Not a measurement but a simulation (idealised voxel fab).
process module | voxel self aligned contacts
The figure presents cross-section cut, which has a width of 300 nm and is divided into square cells with an edge length of 5 nm.
A cross-section is a grid of square cells, given in bands from the top down. A band is one or more rows of cells.
Top height, bottom height, nm. Materials left to right, width each, nm. Single material + "all across" = fills band edge to edge. "blank" = empty.
The level at which height equals 0 is the one under which the wafer, as it arrives, is entirely one material. No lower edge exists for the bottom band, which continues downward and is notated as in "0..down".
Top row gets the first number, bottom row gets the second, and each row in between changes by the same step: that is how a band width like "30->40" works.
"remained unchanged" after a step means that no cell of the cross-section changed.
The entry "Cavities, sealed" lists the empty spaces that cover at least 8 cells and have no open path to the top. Each is written as width x height at distance, where the distance is measured from the left edge and all three values are in nm.
On each step's line, the part that comes after the settings is the simulator's own comment on the step.
The optional step-line setting "overlay nm" applies to steps with a mask and quantifies how far to the right of its planned location the mask lay, a negative value indicating leftward placement.

### Here's what the planned process steps look like
1. RECEIVE, material Si
2. CONFORMAL_DEP, material SiO2, thk nm 5
3. DIRECTIONAL_DEP, material polySi, thk nm 25
4. DIRECTIONAL_DEP, material SiN, thk nm 20
5. DIRECTIONAL_DEP, material aC, thk nm 10
6. PATTERN, tone cover, mask id GATE, material resist, width nm 25, pitch nm 55, thk nm 30, overlay nm 0
7. DIRECTIONAL_ETCH, etch materials aC, depth nm 10
8. STRIP, etch materials resist
9. DIRECTIONAL_ETCH, etch materials SiN, depth nm 20
10. DIRECTIONAL_ETCH, etch materials polySi, depth nm 25
11. STRIP, etch materials aC
12. CONFORMAL_DEP, material SiN, thk nm 5
13. DIRECTIONAL_ETCH, etch materials SiN, depth nm 5
14. FILL_DEP, material SiO2, thk nm 10
15. CMP, height nm 55
16. MASKED_ETCH, tone open, mask id CONTACT, width nm 40, pitch nm 55, etch materials SiO2, depth nm 55, overlay nm 0
17. CONFORMAL_DEP, material TiN, thk nm 5
18. FILL_DEP, material W, thk nm 5
19. CMP, height nm 55
20. CONFORMAL_DEP, material SiCN, thk nm 5

### Delivered wafer in cross-section: state after step 1
  0..down  Si all across
  Cavities, sealed: none

### Cross-sectional image of the first of two wafers at the end of the module, the run having proceeded as planned
  60..55  SiCN all across
  55..50  100 of SiO2 | 15 of TiN | 10 of W | 15 of TiN | 15 of SiO2 | 15 of TiN | 10 of W | 15 of TiN | 105 of SiO2
  50..30  75 of SiO2 | 35 of SiN | 5 of TiN | 10 of W | 5 of TiN | 35 of SiN | 5 of TiN | 10 of W | 5 of TiN | 35 of SiN | 80 of SiO2
  30..5  75 of SiO2 | 5 of SiN | 25 of polySi | 5 of SiN | 5 of TiN | 10 of W | 5 of TiN | 5 of SiN | 25 of polySi | 5 of SiN | 5 of TiN | 10 of W | 5 of TiN | 5 of SiN | 25 of polySi | 5 of SiN | 80 of SiO2
  5..0  110 of SiO2 | 20 of TiN | 35 of SiO2 | 20 of TiN | 115 of SiO2
  0..down  Si all across
  Cavities, sealed: none

### Module end: cross-section of wafer two of two. Same start and process plan as the first wafer. One mistake during execution
  60..55  SiCN all across
  55..50  100 of SiO2 | 15 of TiN | 10 of W | 15 of TiN | 15 of SiO2 | 15 of TiN | 10 of W | 15 of TiN | 105 of SiO2
  50..30  75 of SiO2 | 5 of SiN | 25 of polySi | 5 of SiN | 5 of TiN | 10 of W | 5 of TiN | 5 of SiN | 25 of polySi | 5 of SiN | 5 of TiN | 10 of W | 5 of TiN | 5 of SiN | 25 of polySi | 5 of SiN | 80 of SiO2
  30..25  75 of SiO2 | 5 of SiN | 25 of polySi | 5 of SiN | 20 of TiN | 5 of SiN | 25 of polySi | 5 of SiN | 20 of TiN | 5 of SiN | 25 of polySi | 5 of SiN | 80 of SiO2
  25..5  SiN all across
  5..0  SiO2 all across
  0..down  Si all across
  Cavities, sealed: none
Where did the run depart from the plan? so 3 and 4 got swapped relative to the plan, each ran where the other was supposed to
Looking at both finished wafers in cells, the second ends up ahead of or behind the first on some materials: 156 more of SiN; 116 fewer of SiO2; 20 fewer of TiN; 20 fewer of W
